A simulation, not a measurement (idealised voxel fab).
The name of this process module is voxel local oxidation.
Each square cell in cross-section cut measures 5 nm, and the section as a whole is 240 nm wide.
This document writes a cross-section as a grid whose cells are square, and gives it as bands, listed from the top down; one or more rows of cells form a band.
Top height, bottom height, nm. Materials left to right, width each, nm. Single material + "throughout" = fills band edge to edge. "air" = empty.
Ref level 0: as-received wafer is one material below here. Bottom band extends down with no lower bound ("from 0 down").
When a width is written as two numbers, as in "30 to 40", the first number is the width in the top row of cells of the band and the second is the width in its bottom row, and the width changes by the same amount from each row to the next.
Where a step carries "nothing different", the cross-section came out of it unchanged, cell for cell.
Closed empty spaces (no open way to the top) of 8 cells or more are what "Closed empty spaces" lists, each as width x height at distance from the left edge, nm for all three.
Whatever follows a step's settings on its line is a remark the simulator itself makes about that step.
For masked steps, "overlay nm" on the step line gives how far right of plan the mask actually lay; a minus sign means it lay to the left.
Process steps - plan:
- 1: RECEIVE: material Si
- 2: OXIDIZE: depth nm 5
- 3: CONFORMAL_DEP: material SiN, thk nm 10
- 4: DIRECTIONAL_DEP: material aC, thk nm 15
- 5: PATTERN: tone cover, mask id ACTIVE, material resist, width nm 100, thk nm 35, overlay nm 0
- 6: DIRECTIONAL_ETCH: etch materials aC, depth nm 15
- 7: STRIP: etch materials resist
- 8: DIRECTIONAL_ETCH: etch materials SiN, depth nm 10
- 9: STRIP: etch materials aC
- 10: SELECTIVE_ETCH: etch materials SiO2, depth nm 5
- 11: OXIDIZE: depth nm 15
- 12: STRIP: etch materials SiN
Shown in cross-section is the wafer as received, that is, as it stands after step 1:
- from 0 down  Si throughout
- Closed empty spaces: none
Starting wafer: above. Plan: above. Run: one mistake. Cross-section after the module: below:
- from 0 to -5  air=85 / SiO2=70 / air=85
- from -5 to -20  SiO2=100 / Si=40 / SiO2=100
- from -20 down  Si throughout
- Closed empty spaces: none
Here's what went sideways: step 10 off recipe, ran as SELECTIVE_ETCH: etch materials SiO2, depth nm 15
